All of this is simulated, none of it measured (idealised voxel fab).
Documented hereafter: the process module known as voxel fin reveal.
For reference, the cross-section in this document is cut, with width 270 nm and square cells of 5 nm.
This document writes a cross-section as a grid whose cells are square, and gives it as bands, listed from the top down; one or more rows of cells form a band. For a band, the entry starts with two heights in nm, that of the top and then that of the bottom, and carries on with the band's materials in order from left to right, each alongside its width in nm; the word "full width" beside a single material means it fills the band edge to edge, and "blank" means empty space. We count height from 0. Below that, the starting wafer is all one material. The lowest band never ends at the bottom but goes on down; see "from 0 down" for how that is written. The notation "30->40" denotes a width that varies across the rows of cells in the band, beginning at the first number in the top row, finishing at the second number in the bottom row, and changing by an identical amount from each row to the next. "no modification" means the step left every cell of the cross-section as it was. The entry "Catalogued sealed voids" lists the empty spaces that cover at least 8 cells and have no open path to the top. Each is written as width x height at distance, where the distance is measured from the left edge and all three values are in nm. Heads up: the bit after the settings on a step's line is the simulator's remark on that step. The setting "overlay nm" may be written on the line of a step. When the step uses a mask, the value reports how far to the right of the planned place the mask lay, and a negative value reports that it lay to the left.
HERE'S WHAT THE PLANNED PROCESS STEPS LOOK LIKE
1) RECEIVE: material Si
2) CONFORMAL_DEP: material SiN, thk nm 10
3) PATTERN: tone cover, mask id FINS, material resist, width nm 15, pitch nm 45, thk nm 20, overlay nm 0
4) DIRECTIONAL_ETCH: etch materials SiN, depth nm 10
5) DIRECTIONAL_ETCH: etch materials Si, depth nm 40
6) STRIP: etch materials resist
7) OXIDIZE: depth nm 5
8) FILL_DEP: material SiO2, thk nm 15
9) CMP: height nm 10
10) SELECTIVE_ETCH: etch materials SiO2, depth nm 40
11) STRIP: etch materials SiN
12) CONFORMAL_DEP: material SiO2, thk nm 5
SO THIS IS THE INCOMING WAFER IN CROSS-SECTION - IT'S ALREADY BEEN THROUGH STEP 1
> from 0 down = Si full width
> Catalogued sealed voids: none
THE FIRST OF TWO WAFERS, CROSS-SECTIONED AT THE END OF THE MODULE, WITH THE RUN PROCEEDING AS PLANNED
> from 5 to 0 = blank 105, SiO2 15, blank 30, SiO2 15, blank 105
> from 0 to -25 = blank 105, SiO2 5, Si 5, SiO2 5, blank 30, SiO2 5, Si 5, SiO2 5, blank 105
> from -25 to -45 = SiO2 110, Si 5, SiO2 40, Si 5, SiO2 110
> from -45 down = Si full width
> Catalogued sealed voids: none
PRESENTED HERE IS A CROSS-SECTION OF THE SECOND OF THE TWO WAFERS AS IT STOOD AT THE END OF THE MODULE. IT WAS STARTED IN THE SAME MANNER AND ASSIGNED THE SAME PLAN AS THE FIRST WAFER; HOWEVER, ONE MISTAKE WAS MADE IN ITS EXECUTION
> from 5 to 0 = blank 105, SiO2 15, blank 30, SiO2 15, blank 105
> from 0 to -25 = blank 105, SiO2 5, Si 5, SiO2 5, blank 30, SiO2 5, Si 5, SiO2 5, blank 105
> from -25 to -35 = SiO2 70, blank 35, SiO2 5, Si 5, SiO2 5, blank 30, SiO2 5, Si 5, SiO2 5, blank 35, SiO2 70
> from -35 to -45 = SiO2 110, Si 5, SiO2 40, Si 5, SiO2 110
> from -45 down = Si full width
> Catalogued sealed voids: none
Where did the run depart from the plan? so 10 and 11 got swapped relative to the plan, each ran where the other was supposed to
Wrapping up, a cell-based count of both wafers puts the second over or under the first for these materials: SiO2: 40 fewer
